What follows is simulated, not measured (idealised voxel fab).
Documented hereafter: the process module known as voxel ribs on slabs.
This is section cut - it's 260 nm across, gridded in 5 nm square cells.
In this document a cross-section is written as a grid of square cells. It is given as a series of bands, listed from the top down, and a band is one or more rows of cells.
For a band, the entry starts with two heights in nm, that of the top and then that of the bottom, and carries on with the band's materials in order from left to right, each alongside its width in nm; the word "all across" beside a single material means it fills the band edge to edge, and "air" means empty space.
Heights are expressed relative to 0, this being the level below which the as-received wafer comprises one material exclusively. The lowest band is unbounded in the downward direction and is denoted as in "0 nm and below".
Width "30..40": first value at the band's top row of cells, second value at its bottom row, equal change from row to row.
The designation "same as before", where it is given for a processing step, indicates that no cell of the cross-section was altered in the course of that step.
You'll see "Closed void register" listing empty spaces that have no way open to the top, as long as they're 8 cells or more; the notation is width x height at distance, where the distance is from the left edge, and all of it is in nm.
On a step's line, text after the settings is the simulator commenting on that step.
A step line may carry the setting "overlay nm", which, for steps involving a mask, states the distance by which the mask lay to the right of its intended position; negative values denote displacement to the left.
Process steps - plan
| 1 | RECEIVE,material Si |
| 2 | DIRECTIONAL_DEP,material SiO2,thk nm 30 |
| 3 | DIRECTIONAL_DEP,material SiN,thk nm 20 |
| 4 | DIRECTIONAL_DEP,material aC,thk nm 10 |
| 5 | PATTERN,tone cover,mask id RIB,material resist,width nm 20,thk nm 25,overlay nm 0 |
| 6 | DIRECTIONAL_ETCH,etch materials aC,depth nm 10 |
| 7 | STRIP,etch materials resist |
| 8 | DIRECTIONAL_ETCH,etch materials SiN,depth nm 5 |
| 9 | STRIP,etch materials aC |
| 10 | PATTERN,tone cover,mask id SLAB,material resist,width nm 70,thk nm 15,overlay nm 0 |
| 11 | DIRECTIONAL_ETCH,etch materials SiN,depth nm 15 |
| 12 | STRIP,etch materials resist |
| 13 | FILL_DEP,material SiO2,thk nm 30 |
| 14 | CMP,height nm 70 |
| 15 | DIRECTIONAL_DEP,material TiN,thk nm 5 |
| 16 | MASKED_ETCH,tone cover,mask id HEATER,width nm 30,etch materials TiN,depth nm 5,overlay nm 0 |
| 17 | CONFORMAL_DEP,material SiO2,thk nm 5 |
Shown in cross-section is the wafer as received, that is, as it stands after step 1
    0 nm and below  Si all across
    Closed void register: none
Cross-section taken at module completion on the first of two wafers; processed per the plan
    80 nm to 75 nm  110 of air, 40 of SiO2, 110 of air
    75 nm to 70 nm  115 of SiO2, 30 of TiN, 115 of SiO2
    70 nm to 50 nm  SiO2 all across
    50 nm to 45 nm  120 of SiO2, 20 of SiN, 120 of SiO2
    45 nm to 30 nm  95 of SiO2, 70 of SiN, 95 of SiO2
    30 nm to 0 nm  SiO2 all across
    0 nm and below  Si all across
    Closed void register: none
Second wafer of the two, sectioned at the end of the module. It began like the first and followed the same plan, but one mistake was made while running it
    80 nm to 75 nm  110 of air, 40 of SiO2, 110 of air
    75 nm to 70 nm  115 of SiO2, 30 of TiN, 115 of SiO2
    70 nm to 20 nm  SiO2 all across
    20 nm to 0 nm  SiN all across
    0 nm and below  Si all across
    Closed void register: none
Deviation from plan: ran 2 and 3 in swapped order versus the plan
Final wafer comparison in cells, second versus first, more or fewer per material: SiN +162; SiO2 -162
